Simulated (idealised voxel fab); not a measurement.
process module | voxel released beams
cross-section cut | 280 nm wide | cells 5 nm
A cross-section is a grid of square cells, given in bands from the top down. A band is one or more rows of cells.
Each band's line starts with the height of the band's top and of its bottom, in nm. Then come its materials from left to right, each with its width in nm. One material with "throughout" fills the band from edge to edge. "air" is empty space.
Height 0 is the level under which the wafer as received is all one material. The lowest band goes on downwards, as in "0 down".
A width such as "30 to 40" changes by the same amount from each row of cells to the next, from the band's top row to its bottom row.
"no change" after a step means that no cell of the cross-section changed.
closed voids: empty space of 8 cells or more with no open way to the top, each as width x height at its distance from the left edge, in nm
after a step's settings: what the simulator itself notes on the step
overlay nm, on a step with a mask: how far to the right of its planned place the mask lay; to the left if negative
plan
1 op RECEIVE | material Si
2 op CONFORMAL_DEP | material Al2O3 | thk nm 10
3 op DIRECTIONAL_DEP | material SiO2 | thk nm 15
4 op PATTERN | tone open | mask id ANCHOR | material resist | width nm 30 | thk nm 15 | overlay nm 0
5 op DIRECTIONAL_ETCH | etch materials SiO2 | depth nm 15
6 op STRIP | etch materials resist
7 op CONFORMAL_DEP | material SiN | thk nm 10
8 op PATTERN | tone cover | mask id BEAM | material resist | width nm 75 | thk nm 15 | overlay nm -15
9 op DIRECTIONAL_ETCH | etch materials SiN | depth nm 10
10 op STRIP | etch materials resist
11 op STRIP | etch materials SiO2
varied across the wafers: overlay nm of step 8. The plan shows the first wafer's value. All wafers start alike
first wafer as received, after step 1
  0 down: Si throughout
  closed voids: none
each wafer at the end: cells of each material gained (+) or lost (-) since it was received, then its closed voids
overlay nm -15 | +112 Al2O3 | +42 SiN | closed voids: none
overlay nm -10 | +112 Al2O3 | +42 SiN | closed voids: none
overlay nm -5 | +112 Al2O3 | +42 SiN | closed voids: none
overlay nm 0 | +112 Al2O3 | +42 SiN | closed voids: none
overlay nm 5 | +112 Al2O3 | +42 SiN | closed voids: none
overlay nm 10 | +112 Al2O3 | +42 SiN | closed voids: none
overlay nm 15 | +112 Al2O3 | +42 SiN | closed voids: none
